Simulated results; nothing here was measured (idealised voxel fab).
The process module that follows is named voxel ribs on slabs.
For reference, the cross-section in this document is cut, with width 285 nm and square cells of 5 nm.
In what follows, cross-sections appear as grids of square cells, described through bands that run from the top down, where every band is one or more rows of cells. The entry gives the band's vertical extent as a top height and a bottom height in nm, then its horizontal make-up as materials from left to right, each with a width in nm. "blank" stands for empty space; a single material marked "edge to edge" fills the band edge to edge. All heights in this document are referenced to 0, defined as the level beneath which the wafer, as received, consists entirely of one material. The lowest band is not bounded below; it extends indefinitely downward and is written in the form "0 down". Think of "30 to 40" as a width that walks from the first number to the second as you go down the band, top row to bottom row, taking equal-sized steps from row to row. Step marked "nothing got changed"? Then no cell in the cross-section changed in it. "Trapped cavities" contains a list of empty spaces, each no smaller than 8 cells and without an open way to the top, written in the form width x height at distance with the distance from the left edge and all three in nm. On a step's line, text after the settings is the simulator commenting on that step. "overlay nm" denotes, for a step that has a mask, the displacement of the mask to the right of its planned place, with negative values corresponding to the left.
### Process steps (planned)
1 RECEIVE | material Si
2 DIRECTIONAL_DEP | material SiO2 | thk nm 20
3 DIRECTIONAL_DEP | material polySi | thk nm 15
4 PATTERN | tone cover | mask id RIB | material resist | width nm 20 | thk nm 15 | overlay nm 0
5 DIRECTIONAL_ETCH | etch materials polySi | depth nm 5
6 STRIP | etch materials resist
7 MASKED_ETCH | tone cover | mask id SLAB | width nm 60 | etch materials polySi | depth nm 10 | overlay nm 0
8 FILL_DEP | material SiO2 | thk nm 20
9 CMP | height nm 50
10 DIRECTIONAL_DEP | material TiN | thk nm 5
11 PATTERN | tone cover | mask id HEATER | material resist | width nm 30 | thk nm 20 | overlay nm 0
12 DIRECTIONAL_ETCH | etch materials TiN | depth nm 5
13 STRIP | etch materials resist
14 CONFORMAL_DEP | material SiN | thk nm 10
### Cross-section: wafer on arrival = after step 1
* 0 down: Si edge to edge
* Trapped cavities: none
### The first of two wafers, cross-sectioned at the end of the module, with the run proceeding as planned
* 65 to 60: 115 blank | 50 SiN | 120 blank
* 60 to 55: SiN edge to edge
* 55 to 50: 125 SiN | 30 TiN | 130 SiN
* 50 to 35: SiO2 edge to edge
* 35 to 30: 130 SiO2 | 20 polySi | 135 SiO2
* 30 to 20: 110 SiO2 | 60 polySi | 115 SiO2
* 20 to 0: SiO2 edge to edge
* 0 down: Si edge to edge
* Trapped cavities: none
### Module end: cross-section of wafer two of two. Same start and process plan as the first wafer. One mistake during execution
* 65 to 60: 115 blank | 50 SiN | 120 blank
* 60 to 55: SiN edge to edge
* 55 to 50: 125 SiN | 30 TiN | 130 SiN
* 50 to 35: SiO2 edge to edge
* 35 to 30: 110 SiO2 | 20 polySi | 20 SiO2 | 20 polySi | 115 SiO2
* 30 to 25: 110 SiO2 | 60 polySi | 115 SiO2
* 25 to 20: polySi edge to edge
* 20 to 0: SiO2 edge to edge
* 0 down: Si edge to edge
* Trapped cavities: none
Finding, execution versus plan: step 4 went in with a setting other than planned; the actual run was PATTERN | tone open | mask id RIB | material resist | width nm 20 | thk nm 15 | overlay nm 0
Final wafer comparison in cells, second versus first, more or fewer per material: 49 fewer of SiO2, 49 more of polySi
